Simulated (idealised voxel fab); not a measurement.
Title: Process Module voxel wiring stack
Xsec cut, 260 nm wide, square cell size 5 nm.
The cross-sections in this document take the form of a grid made of square cells. They are written out as bands, in order from top to bottom. Each band consists of one or more rows of cells. The band entry comprises the height of the band's top followed by the height of its bottom, expressed in nm, and subsequently the band's materials from left to right, each stated together with its width in nm. Where a single material is marked with the word "everywhere", that material fills the band from edge to edge. The word "air" represents empty space. Heights are reckoned from 0. Under this level, the received wafer is all of one material. The bottommost band is open-ended downward, for example "from 0 down". Read "30->40" as a graded width: first number on top, second number at the bottom, same change between each pair of neighbouring rows. The cross-section has no changed cell in any step marked "nothing was modified". Basically, "Unvented cavities" tells you about the enclosed voids: empty spaces with no open way to the top, 8 cells or bigger, each written width x height at distance, where distance is from the left edge, all in nm. Past the settings on a step's line: simulator remark, on that step. When a step includes a mask, the "overlay nm" setting on its line states how far to the right of its planned place that mask lay, and negative values state how far to the left.

[The process steps that were planned are listed below]
1: RECEIVE (material Si)
2: CONFORMAL_DEP (material SiO2; thk nm 15)
3: DIRECTIONAL_DEP (material TiN; thk nm 5)
4: DIRECTIONAL_DEP (material Ru; thk nm 25)
5: PATTERN (tone cover; mask id METAL_1; material resist; width nm 20; pitch nm 50; thk nm 20; overlay nm 0)
6: DIRECTIONAL_ETCH (etch materials Ru; depth nm 25)
7: DIRECTIONAL_ETCH (etch materials TiN; depth nm 5)
8: STRIP (etch materials resist)
9: FILL_DEP (material lowk; thk nm 10)
10: CMP (height nm 45)
11: CONFORMAL_DEP (material SiCN; thk nm 5)
12: DIRECTIONAL_DEP (material lowk; thk nm 25)
13: DIRECTIONAL_DEP (material aC; thk nm 15)
14: PATTERN (tone open; mask id METAL_2_HOLES; material resist; width nm 15; thk nm 35; overlay nm 0)
15: DIRECTIONAL_ETCH (etch materials aC; depth nm 15)
16: STRIP (etch materials resist)
17: DIRECTIONAL_ETCH (etch materials lowk; depth nm 25)
18: STRIP (etch materials aC)
19: PATTERN (tone open; mask id METAL_2; material resist; width nm 20; pitch nm 50; thk nm 15; overlay nm 0)
20: DIRECTIONAL_ETCH (etch materials lowk; depth nm 15)
21: DIRECTIONAL_ETCH (etch materials SiCN; depth nm 5)
22: STRIP (etch materials resist)
23: CONFORMAL_DEP (material TiN; thk nm 5)
24: FILL_DEP (material Cu; thk nm 5)
25: CMP (height nm 75)
26: CONFORMAL_DEP (material SiCN; thk nm 5)
27: DIRECTIONAL_DEP (material SiO2; thk nm 30)
28: DIRECTIONAL_DEP (material aC; thk nm 15)
29: PATTERN (tone open; mask id METAL_3_HOLES; material resist; width nm 15; thk nm 35; overlay nm 0)
30: DIRECTIONAL_ETCH (etch materials aC; depth nm 15)
31: STRIP (etch materials resist)
32: DIRECTIONAL_ETCH (etch materials SiO2; depth nm 30)
33: STRIP (etch materials aC)
34: DIRECTIONAL_DEP (material aC; thk nm 10)
35: PATTERN (tone open; mask id METAL_3; material resist; width nm 20; pitch nm 50; thk nm 30; overlay nm 0)
36: DIRECTIONAL_ETCH (etch materials aC; depth nm 10)
37: STRIP (etch materials resist)
38: DIRECTIONAL_ETCH (etch materials SiO2; depth nm 15)
39: DIRECTIONAL_ETCH (etch materials SiCN; depth nm 5)
40: STRIP (etch materials aC)
41: CONFORMAL_DEP (material TiN; thk nm 5)
42: FILL_DEP (material Cu; thk nm 10)
43: CMP (height nm 110)
44: CONFORMAL_DEP (material SiCN; thk nm 5)
45: DIRECTIONAL_DEP (material lowk; thk nm 15)
46: MASKED_ETCH (tone open; mask id PLUG_3; width nm 15; etch materials lowk; depth nm 15; overlay nm 0)
47: MASKED_ETCH (tone open; mask id PLUG_3; width nm 15; etch materials SiCN; depth nm 5; overlay nm 0)
48: EPI (material Ru; thk nm 10)
49: EPI (material Ru; thk nm 10)
50: DIRECTIONAL_DEP (material TiN; thk nm 5)
51: DIRECTIONAL_DEP (material Ru; thk nm 15)
52: DIRECTIONAL_DEP (material aC; thk nm 15)
53: PATTERN (tone cover; mask id METAL_4; material resist; width nm 20; pitch nm 50; thk nm 35; overlay nm 0)
54: DIRECTIONAL_ETCH (etch materials aC; depth nm 15)
55: STRIP (etch materials resist)
56: DIRECTIONAL_ETCH (etch materials Ru; depth nm 15)
57: DIRECTIONAL_ETCH (etch materials TiN; depth nm 5)
58: STRIP (etch materials aC)
59: FILL_DEP (material lowk; thk nm 5)
60: CMP (height nm 150)
61: CONFORMAL_DEP (material SiN; thk nm 5)
Wafer-to-wafer difference: width nm, step 29. Common start. Plan = first wafer's value.

[Cross-section, first of several wafers, as delivered after step 1]
	from 0 down  Si everywhere
	Unvented cavities: none

[Cross-section of the first of several wafers once the module has run through its last step, step 61]
	from 155 to 150  SiN everywhere
	from 150 to 135  lowk (95), then Ru (20), then lowk (30), then Ru (20), then lowk (95)
	from 135 to 130  lowk (95), then TiN (20), then lowk (30), then TiN (20), then lowk (95)
	from 130 to 115  lowk (95), then Ru (15), then lowk (150)
	from 115 to 110  SiCN (95), then Ru (15), then SiCN (150)
	from 110 to 100  SiO2 (95), then TiN (5), then Cu (10), then TiN (5), then SiO2 (30), then TiN (5), then Cu (10), then TiN (5), then SiO2 (95)
	from 100 to 95  SiO2 (95), then TiN (5), then Cu (5), then TiN (10), then SiO2 (30), then TiN (20), then SiO2 (95)
	from 95 to 80  SiO2 (95), then TiN (5), then Cu (5), then TiN (5), then SiO2 (150)
	from 80 to 75  SiCN (95), then TiN (15), then SiCN (150)
	from 75 to 65  lowk (95), then TiN (5), then Cu (10), then TiN (5), then lowk (30), then TiN (5), then Cu (10), then TiN (5), then lowk (95)
	from 65 to 60  lowk (95), then TiN (5), then Cu (5), then TiN (10), then lowk (30), then TiN (20), then lowk (95)
	from 60 to 50  lowk (95), then TiN (5), then Cu (5), then TiN (5), then lowk (150)
	from 50 to 45  SiCN (95), then TiN (15), then SiCN (150)
	from 45 to 20  lowk (95), then Ru (20), then lowk (30), then Ru (20), then lowk (95)
	from 20 to 15  lowk (95), then TiN (20), then lowk (30), then TiN (20), then lowk (95)
	from 15 to 0  SiO2 everywhere
	from 0 down  Si everywhere
	Unvented cavities: none

[X-section, last wafer, module end]
	from 155 to 150  SiN everywhere
	from 150 to 135  lowk (95), then Ru (20), then lowk (30), then Ru (20), then lowk (95)
	from 135 to 130  lowk (95), then TiN (20), then lowk (30), then TiN (20), then lowk (95)
	from 130 to 115  lowk (95), then Ru (15), then lowk (150)
	from 115 to 110  SiCN (95), then Ru (15), then SiCN (150)
	from 110 to 100  SiO2 (90), then TiN (5), then Cu (20), then TiN (5), then SiO2 (25), then TiN (5), then Cu (10), then TiN (5), then SiO2 (95)
	from 100 to 95  SiO2 (90), then TiN (5), then Cu (20), then TiN (5), then SiO2 (25), then TiN (20), then SiO2 (95)
	from 95 to 85  SiO2 (90), then TiN (5), then Cu (20), then TiN (5), then SiO2 (140)
	from 85 to 80  SiO2 (90), then TiN (10), then Cu (10), then TiN (10), then SiO2 (140)
	from 80 to 75  SiCN (95), then TiN (20), then SiCN (145)
	from 75 to 65  lowk (95), then TiN (5), then Cu (10), then TiN (5), then lowk (30), then TiN (5), then Cu (10), then TiN (5), then lowk (95)
	from 65 to 60  lowk (95), then TiN (5), then Cu (5), then TiN (10), then lowk (30), then TiN (20), then lowk (95)
	from 60 to 50  lowk (95), then TiN (5), then Cu (5), then TiN (5), then lowk (150)
	from 50 to 45  SiCN (95), then TiN (15), then SiCN (150)
	from 45 to 20  lowk (95), then Ru (20), then lowk (30), then Ru (20), then lowk (95)
	from 20 to 15  lowk (95), then TiN (20), then lowk (30), then TiN (20), then lowk (95)
	from 15 to 0  SiO2 everywhere
	from 0 down  Si everywhere
	Unvented cavities: none

[Quick key for the table: a row per wafer, taken at the end of the module. For each material it tells you how many cells the wafer gained (+) or lost (-) since it came in, and the closed voids come after]
width nm 15; +23 Cu; +76 Ru; +147 SiCN; +52 SiN; +435 SiO2; +62 TiN; +817 lowk; Unvented cavities: none
width nm 20; +27 Cu; +76 Ru; +146 SiCN; +52 SiN; +432 SiO2; +62 TiN; +817 lowk; Unvented cavities: none
width nm 25; +32 Cu; +76 Ru; +146 SiCN; +52 SiN; +426 SiO2; +63 TiN; +817 lowk; Unvented cavities: none
width nm 30; +37 Cu; +76 Ru; +146 SiCN; +52 SiN; +420 SiO2; +64 TiN; +817 lowk; Unvented cavities: none
